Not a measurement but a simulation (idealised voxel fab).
Presented below is a process module, voxel self aligned contacts.
Xsec cut, 190 nm wide, square cell size 5 nm.
Cross-sections here: square-cell grids, written as top-down lists of bands, a band being one or more rows of cells. Heights first: top, then bottom, in nm. Then materials, left to right, each with a width in nm. "throughout" on a single material: fills the band edge to edge. "blank": empty space. Basically, 0 is our baseline, since under it the wafer straight out of the box is all one material. The bottom band has no lower end and keeps on going down, so it looks like "top 0, no bottom". When a width is written as two numbers, as in "30..40", the first number is the width in the top row of cells of the band and the second is the width in its bottom row, and the width changes by the same amount from each row to the next. No cell of the cross-section changed in a step that is given as "stayed the same". Sealed void listing: empty space of 8 cells or more with no open way to the top, each as width x height at its distance from the left edge, in nm. Step line, after settings: the simulator's comment on this step. "overlay nm", when on a step's line for a step with a mask, measures how far to the right of its planned place the mask lay; a negative measure means to the left.
-- plan
1) RECEIVE, material Si
2) OXIDIZE, depth nm 5
3) DIRECTIONAL_DEP, material polySi, thk nm 25
4) DIRECTIONAL_DEP, material SiN, thk nm 25
5) PATTERN, tone cover, mask id GATE, material resist, width nm 35, pitch nm 80, thk nm 20, overlay nm 0
6) DIRECTIONAL_ETCH, etch materials SiN, depth nm 25
7) DIRECTIONAL_ETCH, etch materials polySi, depth nm 25
8) STRIP, etch materials resist
9) CONFORMAL_DEP, material SiN, thk nm 10
10) DIRECTIONAL_ETCH, etch materials SiN, depth nm 10
11) FILL_DEP, material SiO2, thk nm 10
12) CMP, height nm 55
13) DIRECTIONAL_DEP, material aC, thk nm 15
14) PATTERN, tone open, mask id CONTACT, material resist, width nm 55, thk nm 35, overlay nm 0
15) DIRECTIONAL_ETCH, etch materials aC, depth nm 15
16) STRIP, etch materials resist
17) DIRECTIONAL_ETCH, etch materials SiO2, depth nm 60
18) STRIP, etch materials aC
19) CONFORMAL_DEP, material TiN, thk nm 5
20) FILL_DEP, material Ru, thk nm 5
21) CMP, height nm 55
22) CONFORMAL_DEP, material SiN, thk nm 5
-- This is the cross-section of the wafer as we received it, i.e. after step 1
    top 0, no bottom: Si throughout
    Sealed void listing: none
-- Here's the wafer cut in cross-section after the module, started and planned just like above, except one thing was done wrong in the run
    top 60, bottom 55: SiN throughout
    top 55, bottom 50: TiN throughout
    top 50, bottom 25: TiN 25 nm | SiN 55 nm | TiN 25 nm | SiN 55 nm | TiN 30 nm
    top 25, bottom 0: TiN 25 nm | SiN 10 nm | polySi 35 nm | SiN 10 nm | TiN 25 nm | SiN 10 nm | polySi 35 nm | SiN 10 nm | TiN 30 nm
    top 0, bottom -5: SiO2 throughout
    top -5, no bottom: Si throughout
    Sealed void listing: none
Plan not followed: step 11 off recipe, ran as FILL_DEP, material TiN, thk nm 10
